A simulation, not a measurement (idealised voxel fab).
Presented below is a process module, voxel wiring stack.
Shown is cross-section cut, with a width of 185 nm and square cells of size 5 nm.
In what follows, cross-sections appear as grids of square cells, described through bands that run from the top down, where every band is one or more rows of cells. For a band, the entry starts with two heights in nm, that of the top and then that of the bottom, and carries on with the band's materials in order from left to right, each alongside its width in nm; the word "everywhere" beside a single material means it fills the band edge to edge, and "blank" means empty space. It should be noted that heights are counted from 0, beneath which the wafer as supplied is of one material throughout, and that the lowest band possesses no lower boundary but continues downward, as written in "0 and below". The expression "30..40" gives the width at the extremes of the band, the first number at its top row of cells and the second at its bottom row, with the width changing by equal amounts from each row to the next in between. It should be understood that the words "all unchanged", when stated for a given step, signify that the cross-section underwent no change in any of its cells during that step. What "Enclosed voids" gives you is every empty space of 8 cells or more that is cut off from the top. Each appears as width x height at distance, with the distance taken from the left edge and width, height and distance all in nm. Text after the settings on a step's line: the simulator's own remark on that step. Among the settings permitted on a step's line is "overlay nm"; applied to a step with a mask, it specifies the extent to which the mask lay to the right of its planned position, whereas a negative figure signifies a position to the left.
Here's what the planned process steps look like
1: RECEIVE (material Si)
2: CONFORMAL_DEP (material SiO2; thk nm 15)
3: DIRECTIONAL_DEP (material TiN; thk nm 5)
4: DIRECTIONAL_DEP (material Ru; thk nm 25)
5: PATTERN (tone cover; mask id METAL_1; material resist; width nm 30; pitch nm 45; thk nm 15; overlay nm 0)
6: DIRECTIONAL_ETCH (etch materials Ru; depth nm 25)
7: DIRECTIONAL_ETCH (etch materials TiN; depth nm 5)
8: STRIP (etch materials resist)
9: CONFORMAL_DEP (material SiCN; thk nm 5)
10: FILL_DEP (material SiO2; thk nm 5)
11: CMP (height nm 45)
12: CONFORMAL_DEP (material SiCN; thk nm 5)
13: DIRECTIONAL_DEP (material lowk; thk nm 10)
14: DIRECTIONAL_DEP (material aC; thk nm 15)
15: PATTERN (tone open; mask id PLUG_1; material resist; width nm 15; pitch nm 90; thk nm 30; overlay nm 0)
16: DIRECTIONAL_ETCH (etch materials aC; depth nm 15)
17: STRIP (etch materials resist)
18: DIRECTIONAL_ETCH (etch materials lowk; depth nm 10)
19: DIRECTIONAL_ETCH (etch materials SiCN; depth nm 5)
20: STRIP (etch materials aC)
21: EPI (material Ru; thk nm 10)
22: EPI (material Ru; thk nm 5)
23: CONFORMAL_DEP (material SiN; thk nm 5)
24: DIRECTIONAL_DEP (material lowk; thk nm 25)
25: MASKED_ETCH (tone open; mask id METAL_2; width nm 30; pitch nm 45; etch materials lowk; depth nm 25; overlay nm 0)
26: MASKED_ETCH (tone open; mask id METAL_2; width nm 30; pitch nm 45; etch materials SiN; depth nm 5; overlay nm 0)
27: CONFORMAL_DEP (material TiN; thk nm 5)
28: FILL_DEP (material Cu; thk nm 5)
29: CMP (height nm 90)
30: EPI (material Ru; thk nm 5)
31: FILL_DEP (material SiCN; thk nm 5)
32: DIRECTIONAL_DEP (material lowk; thk nm 25)
33: DIRECTIONAL_DEP (material aC; thk nm 15)
34: PATTERN (tone open; mask id METAL_3_HOLES; material resist; width nm 15; pitch nm 45; thk nm 35; overlay nm 0)
35: DIRECTIONAL_ETCH (etch materials aC; depth nm 15)
36: STRIP (etch materials resist)
37: DIRECTIONAL_ETCH (etch materials lowk; depth nm 25)
38: STRIP (etch materials aC)
39: DIRECTIONAL_DEP (material aC; thk nm 10)
40: PATTERN (tone open; mask id METAL_3; material resist; width nm 30; pitch nm 45; thk nm 30; overlay nm 0)
41: DIRECTIONAL_ETCH (etch materials aC; depth nm 10)
42: STRIP (etch materials resist)
43: DIRECTIONAL_ETCH (etch materials lowk; depth nm 15)
44: DIRECTIONAL_ETCH (etch materials SiCN; depth nm 5)
45: STRIP (etch materials aC)
46: CONFORMAL_DEP (material TiN; thk nm 5)
47: FILL_DEP (material Cu; thk nm 10)
48: CMP (height nm 125)
49: CONFORMAL_DEP (material SiN; thk nm 5)
The first of two wafers, run as planned
As-received state of the wafer in cross-section, equivalent to post-step 1
	0 and below: Si everywhere
	Enclosed voids: none
Cross-section through the wafer, step 2 finished
	15 down to 0: SiO2 everywhere
	No changes below 0.
Cross-section through the wafer, step 3 finished
	20 down to 15: TiN everywhere
	No changes below 15.
Cross-section through the wafer, step 4 finished
	45 down to 20: Ru everywhere
	No changes below 20.
Cross-section through the wafer, step 5 finished
	60 down to 45: blank=30; resist=30; blank=15; resist=30; blank=15; resist=30; blank=35
	No changes below 45.
Cross-section through the wafer, step 6 finished
	60 down to 45: blank=30; resist=30; blank=15; resist=30; blank=15; resist=30; blank=35
	45 down to 20: blank=30; Ru=30; blank=15; Ru=30; blank=15; Ru=30; blank=35
	No changes below 20.
Cross-section through the wafer, step 7 finished
	60 down to 45: blank=30; resist=30; blank=15; resist=30; blank=15; resist=30; blank=35
	45 down to 20: blank=30; Ru=30; blank=15; Ru=30; blank=15; Ru=30; blank=35
	20 down to 15: blank=30; TiN=30; blank=15; TiN=30; blank=15; TiN=30; blank=35
	No changes below 15.
Cross-section through the wafer, step 8 finished
	45 down to 20: blank=30; Ru=30; blank=15; Ru=30; blank=15; Ru=30; blank=35
	No changes below 20.
Cross-section through the wafer, step 9 finished
	50 down to 45: blank=25; SiCN=40; blank=5; SiCN=40; blank=5; SiCN=40; blank=30
	45 down to 20: blank=25; SiCN=5; Ru=30; SiCN=5; blank=5; SiCN=5; Ru=30; SiCN=5; blank=5; SiCN=5; Ru=30; SiCN=5; blank=30
	20 down to 15: SiCN=30; TiN=30; SiCN=15; TiN=30; SiCN=15; TiN=30; SiCN=35
	No changes below 15.
Cross-section through the wafer, step 10 finished
	55 down to 50: SiO2 everywhere
	50 down to 45: SiO2=25; SiCN=40; SiO2=5; SiCN=40; SiO2=5; SiCN=40; SiO2=30
	45 down to 20: SiO2=25; SiCN=5; Ru=30; SiCN=5; SiO2=5; SiCN=5; Ru=30; SiCN=5; SiO2=5; SiCN=5; Ru=30; SiCN=5; SiO2=30
	No changes below 20.
Cross-section through the wafer, step 11 finished
	45 down to 20: SiO2=25; SiCN=5; Ru=30; SiCN=5; SiO2=5; SiCN=5; Ru=30; SiCN=5; SiO2=5; SiCN=5; Ru=30; SiCN=5; SiO2=30
	No changes below 20.
Cross-section through the wafer, step 12 finished
	50 down to 45: SiCN everywhere
	No changes below 45.
Cross-section through the wafer, step 13 finished
	60 down to 50: lowk everywhere
	No changes below 50.
Cross-section through the wafer, step 14 finished
	75 down to 60: aC everywhere
	No changes below 60.
Cross-section through the wafer, step 15 finished
	105 down to 75: resist=30; blank=15; resist=75; blank=15; resist=50
	No changes below 75.
Cross-section through the wafer, step 16 finished
	90 down to 75: resist=30; blank=15; resist=75; blank=15; resist=50
	75 down to 60: aC=30; blank=15; aC=75; blank=15; aC=50
	No changes below 60.
Cross-section through the wafer, step 17 finished
	75 down to 60: aC=30; blank=15; aC=75; blank=15; aC=50
	No changes below 60.
Cross-section through the wafer, step 18 finished
	75 down to 60: aC=30; blank=15; aC=75; blank=15; aC=50
	60 down to 50: lowk=30; blank=15; lowk=75; blank=15; lowk=50
	No changes below 50.
Cross-section through the wafer, step 19 finished
	75 down to 60: aC=30; blank=15; aC=75; blank=15; aC=50
	60 down to 50: lowk=30; blank=15; lowk=75; blank=15; lowk=50
	50 down to 45: SiCN=30; blank=15; SiCN=75; blank=15; SiCN=50
	No changes below 45.
Cross-section through the wafer, step 20 finished
	60 down to 50: lowk=30; blank=15; lowk=75; blank=15; lowk=50
	No changes below 50.
Cross-section through the wafer, step 21 finished
	60 down to 55: lowk=30; blank=15; lowk=75; blank=15; lowk=50
	55 down to 50: lowk=30; Ru=15; lowk=75; Ru=15; lowk=50
	50 down to 45: SiCN=30; Ru=15; SiCN=75; Ru=15; SiCN=50
	No changes below 45.
Cross-section through the wafer, step 22 finished
	60 down to 50: lowk=30; Ru=15; lowk=75; Ru=15; lowk=50
	No changes below 50.
Cross-section through the wafer, step 23 finished
	65 down to 60: SiN everywhere
	No changes below 60.
Cross-section through the wafer, step 24 finished
	90 down to 65: lowk everywhere
	No changes below 65.
Cross-section through the wafer, step 25 finished
	90 down to 65: lowk=30; blank=30; lowk=15; blank=30; lowk=15; blank=30; lowk=35
	No changes below 65.
Cross-section through the wafer, step 26 finished
	90 down to 65: lowk=30; blank=30; lowk=15; blank=30; lowk=15; blank=30; lowk=35
	65 down to 60: SiN=30; blank=30; SiN=15; blank=30; SiN=15; blank=30; SiN=35
	No changes below 60.
Cross-section through the wafer, step 27 finished
	95 down to 90: TiN=35; blank=20; TiN=25; blank=20; TiN=25; blank=20; TiN=40
	90 down to 65: lowk=30; TiN=5; blank=20; TiN=5; lowk=15; TiN=5; blank=20; TiN=5; lowk=15; TiN=5; blank=20; TiN=5; lowk=35
	65 down to 60: SiN=30; TiN=30; SiN=15; TiN=30; SiN=15; TiN=30; SiN=35
	No changes below 60.
Cross-section through the wafer, step 28 finished
	100 down to 95: Cu everywhere
	95 down to 90: TiN=35; Cu=20; TiN=25; Cu=20; TiN=25; Cu=20; TiN=40
	90 down to 65: lowk=30; TiN=5; Cu=20; TiN=5; lowk=15; TiN=5; Cu=20; TiN=5; lowk=15; TiN=5; Cu=20; TiN=5; lowk=35
	No changes below 65.
Cross-section through the wafer, step 29 finished
	90 down to 65: lowk=30; TiN=5; Cu=20; TiN=5; lowk=15; TiN=5; Cu=20; TiN=5; lowk=15; TiN=5; Cu=20; TiN=5; lowk=35
	No changes below 65.
Cross-section through the wafer, step 30 finished
	95 down to 90: blank=25; Ru=40; blank=5; Ru=40; blank=5; Ru=40; blank=30
	No changes below 90.
Cross-section through the wafer, step 31 finished
	100 down to 95: SiCN everywhere
	95 down to 90: SiCN=25; Ru=40; SiCN=5; Ru=40; SiCN=5; Ru=40; SiCN=30
	No changes below 90.
Cross-section through the wafer, step 32 finished
	125 down to 100: lowk everywhere
	No changes below 100.
Cross-section through the wafer, step 33 finished
	140 down to 125: aC everywhere
	No changes below 125.
Cross-section through the wafer, step 34 finished
	175 down to 140: resist=30; blank=15; resist=30; blank=15; resist=30; blank=15; resist=50
	No changes below 140.
Cross-section through the wafer, step 35 finished
	160 down to 140: resist=30; blank=15; resist=30; blank=15; resist=30; blank=15; resist=50
	140 down to 125: aC=30; blank=15; aC=30; blank=15; aC=30; blank=15; aC=50
	No changes below 125.
Cross-section through the wafer, step 36 finished
	140 down to 125: aC=30; blank=15; aC=30; blank=15; aC=30; blank=15; aC=50
	No changes below 125.
Cross-section through the wafer, step 37 finished
	140 down to 125: aC=30; blank=15; aC=30; blank=15; aC=30; blank=15; aC=50
	125 down to 100: lowk=30; blank=15; lowk=30; blank=15; lowk=30; blank=15; lowk=50
	No changes below 100.
Cross-section through the wafer, step 38 finished
	125 down to 100: lowk=30; blank=15; lowk=30; blank=15; lowk=30; blank=15; lowk=50
	No changes below 100.
Cross-section through the wafer, step 39 finished
	135 down to 125: aC=30; blank=15; aC=30; blank=15; aC=30; blank=15; aC=50
	125 down to 110: lowk=30; blank=15; lowk=30; blank=15; lowk=30; blank=15; lowk=50
	110 down to 100: lowk=30; aC=15; lowk=30; aC=15; lowk=30; aC=15; lowk=50
	No changes below 100.
Cross-section through the wafer, step 40 finished
	165 down to 135: resist=30; blank=30; resist=15; blank=30; resist=15; blank=30; resist=35
	No changes below 135.
Cross-section through the wafer, step 41 finished
	155 down to 135: resist=30; blank=30; resist=15; blank=30; resist=15; blank=30; resist=35
	135 down to 125: aC=30; blank=30; aC=15; blank=30; aC=15; blank=30; aC=35
	125 down to 100: lowk=30; blank=15; lowk=30; blank=15; lowk=30; blank=15; lowk=50
	No changes below 100.
Cross-section through the wafer, step 42 finished
	135 down to 125: aC=30; blank=30; aC=15; blank=30; aC=15; blank=30; aC=35
	No changes below 125.
Cross-section through the wafer, step 43 finished
	135 down to 125: aC=30; blank=30; aC=15; blank=30; aC=15; blank=30; aC=35
	125 down to 110: lowk=30; blank=30; lowk=15; blank=30; lowk=15; blank=30; lowk=35
	No changes below 110.
Cross-section through the wafer, step 44 finished
	135 down to 125: aC=30; blank=30; aC=15; blank=30; aC=15; blank=30; aC=35
	125 down to 110: lowk=30; blank=30; lowk=15; blank=30; lowk=15; blank=30; lowk=35
	110 down to 100: lowk=30; blank=15; lowk=30; blank=15; lowk=30; blank=15; lowk=50
	100 down to 95: SiCN=30; blank=15; SiCN=30; blank=15; SiCN=30; blank=15; SiCN=50
	No changes below 95.
Cross-section through the wafer, step 45 finished
	125 down to 110: lowk=30; blank=30; lowk=15; blank=30; lowk=15; blank=30; lowk=35
	No changes below 110.
Cross-section through the wafer, step 46 finished
	130 down to 125: TiN=35; blank=20; TiN=25; blank=20; TiN=25; blank=20; TiN=40
	125 down to 115: lowk=30; TiN=5; blank=20; TiN=5; lowk=15; TiN=5; blank=20; TiN=5; lowk=15; TiN=5; blank=20; TiN=5; lowk=35
	115 down to 110: lowk=30; TiN=5; blank=5; TiN=20; lowk=15; TiN=5; blank=5; TiN=20; lowk=15; TiN=5; blank=5; TiN=20; lowk=35
	110 down to 100: lowk=30; TiN=5; blank=5; TiN=5; lowk=30; TiN=5; blank=5; TiN=5; lowk=30; TiN=5; blank=5; TiN=5; lowk=50
	100 down to 95: SiCN=30; TiN=15; SiCN=30; TiN=15; SiCN=30; TiN=15; SiCN=50
	No changes below 95.
Cross-section through the wafer, step 47 finished
	140 down to 130: Cu everywhere
	130 down to 125: TiN=35; Cu=20; TiN=25; Cu=20; TiN=25; Cu=20; TiN=40
	125 down to 115: lowk=30; TiN=5; Cu=20; TiN=5; lowk=15; TiN=5; Cu=20; TiN=5; lowk=15; TiN=5; Cu=20; TiN=5; lowk=35
	115 down to 110: lowk=30; TiN=5; Cu=5; TiN=20; lowk=15; TiN=5; Cu=5; TiN=20; lowk=15; TiN=5; Cu=5; TiN=20; lowk=35
	110 down to 100: lowk=30; TiN=5; Cu=5; TiN=5; lowk=30; TiN=5; Cu=5; TiN=5; lowk=30; TiN=5; Cu=5; TiN=5; lowk=50
	No changes below 100.
Cross-section through the wafer, step 48 finished
	125 down to 115: lowk=30; TiN=5; Cu=20; TiN=5; lowk=15; TiN=5; Cu=20; TiN=5; lowk=15; TiN=5; Cu=20; TiN=5; lowk=35
	No changes below 115.
Cross-section through the wafer, step 49 finished
	130 down to 125: SiN everywhere
	No changes below 125.
Second wafer: same start and same plan as the first, one execution error; identical to the first through step 20
Cross-section of the second wafer corresponding to the planned conclusion of step 21
	65 down to 60: blank=25; Ru=25; blank=65; Ru=25; blank=45
	60 down to 50: lowk=30; Ru=15; lowk=75; Ru=15; lowk=50
	50 down to 45: SiCN=30; Ru=15; SiCN=75; Ru=15; SiCN=50
	No changes below 45.
Cross-section of the second wafer corresponding to the planned conclusion of step 22
	70 down to 60: blank=20; Ru=35; blank=55; Ru=35; blank=40
	No changes below 60.
Cross-section of the second wafer corresponding to the planned conclusion of step 23
	75 down to 70: blank=15; SiN=45; blank=45; SiN=45; blank=35
	70 down to 65: blank=15; SiN=5; Ru=35; SiN=5; blank=45; SiN=5; Ru=35; SiN=5; blank=35
	65 down to 60: SiN=20; Ru=35; SiN=55; Ru=35; SiN=40
	No changes below 60.
Cross-section of the second wafer corresponding to the planned conclusion of step 24
	100 down to 90: blank=15; lowk=45; blank=45; lowk=45; blank=35
	90 down to 75: lowk everywhere
	75 down to 70: lowk=15; SiN=45; lowk=45; SiN=45; lowk=35
	70 down to 65: lowk=15; SiN=5; Ru=35; SiN=5; lowk=45; SiN=5; Ru=35; SiN=5; lowk=35
	No changes below 65.
Cross-section of the second wafer corresponding to the planned conclusion of step 25
	100 down to 90: blank=15; lowk=15; blank=75; lowk=15; blank=65
	90 down to 75: lowk=30; blank=30; lowk=15; blank=30; lowk=15; blank=30; lowk=35
	75 down to 70: lowk=15; SiN=45; lowk=15; blank=30; SiN=45; lowk=35
	70 down to 65: lowk=15; SiN=5; Ru=35; SiN=5; lowk=15; blank=30; SiN=5; Ru=35; SiN=5; lowk=35
	No changes below 65.
Cross-section of the second wafer corresponding to the planned conclusion of step 26
	100 down to 90: blank=15; lowk=15; blank=75; lowk=15; blank=65
	90 down to 75: lowk=30; blank=30; lowk=15; blank=30; lowk=15; blank=30; lowk=35
	75 down to 70: lowk=15; SiN=15; blank=30; lowk=15; blank=30; SiN=15; blank=30; lowk=35
	70 down to 65: lowk=15; SiN=5; Ru=35; SiN=5; lowk=15; blank=30; SiN=5; Ru=35; SiN=5; lowk=35
	65 down to 60: SiN=20; Ru=35; SiN=20; blank=30; SiN=5; Ru=35; SiN=40
	No changes below 60.
Cross-section of the second wafer corresponding to the planned conclusion of step 27
	105 down to 100: blank=10; TiN=25; blank=65; TiN=25; blank=60
	100 down to 95: blank=10; TiN=5; lowk=15; TiN=5; blank=65; TiN=5; lowk=15; TiN=5; blank=60
	95 down to 90: TiN=15; lowk=15; TiN=5; blank=20; TiN=25; blank=20; TiN=5; lowk=15; TiN=5; blank=20; TiN=40
	90 down to 75: lowk=30; TiN=5; blank=20; TiN=5; lowk=15; TiN=5; blank=20; TiN=5; lowk=15; TiN=5; blank=20; TiN=5; lowk=35
	75 down to 70: lowk=15; SiN=15; TiN=30; lowk=15; TiN=5; blank=20; TiN=5; SiN=15; TiN=30; lowk=35
	70 down to 65: lowk=15; SiN=5; Ru=35; SiN=5; lowk=15; TiN=5; blank=20; TiN=5; SiN=5; Ru=35; SiN=5; lowk=35
	65 down to 60: SiN=20; Ru=35; SiN=20; TiN=30; SiN=5; Ru=35; SiN=40
	No changes below 60.
Cross-section of the second wafer corresponding to the planned conclusion of step 28
	110 down to 105: Cu everywhere
	105 down to 100: Cu=10; TiN=25; Cu=65; TiN=25; Cu=60
	100 down to 95: Cu=10; TiN=5; lowk=15; TiN=5; Cu=65; TiN=5; lowk=15; TiN=5; Cu=60
	95 down to 90: TiN=15; lowk=15; TiN=5; Cu=20; TiN=25; Cu=20; TiN=5; lowk=15; TiN=5; Cu=20; TiN=40
	90 down to 75: lowk=30; TiN=5; Cu=20; TiN=5; lowk=15; TiN=5; Cu=20; TiN=5; lowk=15; TiN=5; Cu=20; TiN=5; lowk=35
	75 down to 70: lowk=15; SiN=15; TiN=30; lowk=15; TiN=5; Cu=20; TiN=5; SiN=15; TiN=30; lowk=35
	70 down to 65: lowk=15; SiN=5; Ru=35; SiN=5; lowk=15; TiN=5; Cu=20; TiN=5; SiN=5; Ru=35; SiN=5; lowk=35
	No changes below 65.
Cross-section of the second wafer corresponding to the planned conclusion of step 29
	90 down to 75: lowk=30; TiN=5; Cu=20; TiN=5; lowk=15; TiN=5; Cu=20; TiN=5; lowk=15; TiN=5; Cu=20; TiN=5; lowk=35
	No changes below 75.
Cross-section of the second wafer corresponding to the planned conclusion of step 30
	95 down to 90: blank=25; Ru=40; blank=5; Ru=40; blank=5; Ru=40; blank=30
	No changes below 90.
Cross-section of the second wafer corresponding to the planned conclusion of step 31
	100 down to 95: SiCN everywhere
	95 down to 90: SiCN=25; Ru=40; SiCN=5; Ru=40; SiCN=5; Ru=40; SiCN=30
	No changes below 90.
Cross-section of the second wafer corresponding to the planned conclusion of step 32
	125 down to 100: lowk everywhere
	No changes below 100.
Cross-section of the second wafer corresponding to the planned conclusion of step 33
	140 down to 125: aC everywhere
	No changes below 125.
Cross-section of the second wafer corresponding to the planned conclusion of step 34
	175 down to 140: resist=30; blank=15; resist=30; blank=15; resist=30; blank=15; resist=50
	No changes below 140.
Cross-section of the second wafer corresponding to the planned conclusion of step 35
	160 down to 140: resist=30; blank=15; resist=30; blank=15; resist=30; blank=15; resist=50
	140 down to 125: aC=30; blank=15; aC=30; blank=15; aC=30; blank=15; aC=50
	No changes below 125.
Cross-section of the second wafer corresponding to the planned conclusion of step 36
	140 down to 125: aC=30; blank=15; aC=30; blank=15; aC=30; blank=15; aC=50
	No changes below 125.
Cross-section of the second wafer corresponding to the planned conclusion of step 37
	140 down to 125: aC=30; blank=15; aC=30; blank=15; aC=30; blank=15; aC=50
	125 down to 100: lowk=30; blank=15; lowk=30; blank=15; lowk=30; blank=15; lowk=50
	No changes below 100.
Cross-section of the second wafer corresponding to the planned conclusion of step 38
	125 down to 100: lowk=30; blank=15; lowk=30; blank=15; lowk=30; blank=15; lowk=50
	No changes below 100.
Cross-section of the second wafer corresponding to the planned conclusion of step 39
	135 down to 125: aC=30; blank=15; aC=30; blank=15; aC=30; blank=15; aC=50
	125 down to 110: lowk=30; blank=15; lowk=30; blank=15; lowk=30; blank=15; lowk=50
	110 down to 100: lowk=30; aC=15; lowk=30; aC=15; lowk=30; aC=15; lowk=50
	No changes below 100.
Cross-section of the second wafer corresponding to the planned conclusion of step 40
	165 down to 135: resist=30; blank=30; resist=15; blank=30; resist=15; blank=30; resist=35
	No changes below 135.
Cross-section of the second wafer corresponding to the planned conclusion of step 41
	155 down to 135: resist=30; blank=30; resist=15; blank=30; resist=15; blank=30; resist=35
	135 down to 125: aC=30; blank=30; aC=15; blank=30; aC=15; blank=30; aC=35
	125 down to 100: lowk=30; blank=15; lowk=30; blank=15; lowk=30; blank=15; lowk=50
	No changes below 100.
Cross-section of the second wafer corresponding to the planned conclusion of step 42
	135 down to 125: aC=30; blank=30; aC=15; blank=30; aC=15; blank=30; aC=35
	No changes below 125.
Cross-section of the second wafer corresponding to the planned conclusion of step 43
	135 down to 125: aC=30; blank=30; aC=15; blank=30; aC=15; blank=30; aC=35
	125 down to 110: lowk=30; blank=30; lowk=15; blank=30; lowk=15; blank=30; lowk=35
	No changes below 110.
Cross-section of the second wafer corresponding to the planned conclusion of step 44
	135 down to 125: aC=30; blank=30; aC=15; blank=30; aC=15; blank=30; aC=35
	125 down to 110: lowk=30; blank=30; lowk=15; blank=30; lowk=15; blank=30; lowk=35
	110 down to 100: lowk=30; blank=15; lowk=30; blank=15; lowk=30; blank=15; lowk=50
	100 down to 95: SiCN=30; blank=15; SiCN=30; blank=15; SiCN=30; blank=15; SiCN=50
	No changes below 95.
Cross-section of the second wafer corresponding to the planned conclusion of step 45
	125 down to 110: lowk=30; blank=30; lowk=15; blank=30; lowk=15; blank=30; lowk=35
	No changes below 110.
Cross-section of the second wafer corresponding to the planned conclusion of step 46
	130 down to 125: TiN=35; blank=20; TiN=25; blank=20; TiN=25; blank=20; TiN=40
	125 down to 115: lowk=30; TiN=5; blank=20; TiN=5; lowk=15; TiN=5; blank=20; TiN=5; lowk=15; TiN=5; blank=20; TiN=5; lowk=35
	115 down to 110: lowk=30; TiN=5; blank=5; TiN=20; lowk=15; TiN=5; blank=5; TiN=20; lowk=15; TiN=5; blank=5; TiN=20; lowk=35
	110 down to 100: lowk=30; TiN=5; blank=5; TiN=5; lowk=30; TiN=5; blank=5; TiN=5; lowk=30; TiN=5; blank=5; TiN=5; lowk=50
	100 down to 95: SiCN=30; TiN=15; SiCN=30; TiN=15; SiCN=30; TiN=15; SiCN=50
	No changes below 95.
Cross-section of the second wafer corresponding to the planned conclusion of step 47
	140 down to 130: Cu everywhere
	130 down to 125: TiN=35; Cu=20; TiN=25; Cu=20; TiN=25; Cu=20; TiN=40
	125 down to 115: lowk=30; TiN=5; Cu=20; TiN=5; lowk=15; TiN=5; Cu=20; TiN=5; lowk=15; TiN=5; Cu=20; TiN=5; lowk=35
	115 down to 110: lowk=30; TiN=5; Cu=5; TiN=20; lowk=15; TiN=5; Cu=5; TiN=20; lowk=15; TiN=5; Cu=5; TiN=20; lowk=35
	110 down to 100: lowk=30; TiN=5; Cu=5; TiN=5; lowk=30; TiN=5; Cu=5; TiN=5; lowk=30; TiN=5; Cu=5; TiN=5; lowk=50
	No changes below 100.
Cross-section of the second wafer corresponding to the planned conclusion of step 48
	125 down to 115: lowk=30; TiN=5; Cu=20; TiN=5; lowk=15; TiN=5; Cu=20; TiN=5; lowk=15; TiN=5; Cu=20; TiN=5; lowk=35
	No changes below 115.
Cross-section of the second wafer corresponding to the planned conclusion of step 49
	130 down to 125: SiN everywhere
	No changes below 125.
Error vs. plan: twice over, step 21 of the plan was run
Wrapping up, a cell-based count of both wafers puts the second over or under the first for these materials: -16 Cu; +28 Ru; +8 SiN; -8 TiN; -12 lowk
